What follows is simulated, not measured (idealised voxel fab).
This is a process module. Its name is voxel released beams.
The width of the displayed cross-section, cut, is 270 nm; its cells are square, with a size of 5 nm.
Each cross-section below is a grid of square cells, stated as bands in top-down order, with one or more rows of cells making up each band.
Top, bottom (nm), then materials left to right with widths (nm); lone material tagged "edge to edge" fills the whole band edge to edge; "empty" = empty space.
Height reference: 0 = level under which incoming wafer is all one material. Lowest band: no bottom, runs on downward, e.g. "0 -> down".
A width given as "30->40" starts at the first number in the band's top row and ends at the second number in its bottom row, shifting by an equal amount at every step from row to row.
No cell of the cross-section changed in a step that is given as "no modification".
The list in "Internal closed voids" covers empty spaces of 8 cells or more that cannot reach the top through any open way, and it gives each as width x height at distance; the distance is from the left edge, and width, height and distance are in nm.
On a step's line, text after the settings is the simulator commenting on that step.
overlay nm: on a step with a mask, how far right of its planned place the mask lay; negative means left.
SET OUT BELOW ARE THE PLANNED STEPS OF THE PROCESS
- 1: RECEIVE: material Si
- 2: CONFORMAL_DEP: material Al2O3, thk nm 10
- 3: DIRECTIONAL_DEP: material SiO2, thk nm 10
- 4: PATTERN: tone open, mask id ANCHOR, material resist, width nm 40, thk nm 20, overlay nm 0
- 5: DIRECTIONAL_ETCH: etch materials SiO2, depth nm 10
- 6: STRIP: etch materials resist
- 7: CONFORMAL_DEP: material SiN, thk nm 15
- 8: DIRECTIONAL_DEP: material aC, thk nm 15
- 9: PATTERN: tone cover, mask id BEAM, material resist, width nm 110, thk nm 35, overlay nm 0
- 10: DIRECTIONAL_ETCH: etch materials aC, depth nm 15
- 11: STRIP: etch materials resist
- 12: DIRECTIONAL_ETCH: etch materials SiN, depth nm 15
- 13: STRIP: etch materials aC
- 14: STRIP: etch materials SiO2
CROSS-SECTION OF THE INCOMING WAFER, STATE AFTER STEP 1
* 0 -> down | Si edge to edge
* Internal closed voids: none
THE CROSS-SECTION SHOWN CORRESPONDS TO THE WAFER AT THE CONCLUSION OF THE MODULE. THE INITIAL STRUCTURE AND THE PROCESS PLAN ARE THOSE PRESENTED ABOVE; HOWEVER, ONE MISTAKE OCCURRED IN EXECUTING THE PLAN
* 25 -> 15 | 75 of empty, then 20 of SiN, then 10 of empty, then 80 of SiN, then 85 of empty
* 15 -> 10 | 75 of empty, then 110 of SiN, then 85 of empty
* 10 -> 0 | 80 of empty, then 40 of SiN, then 150 of empty
* 0 -> down | Si edge to edge
* Internal closed voids: none
Want to know what went wrong? step 2 of the plan was excluded from execution and never run
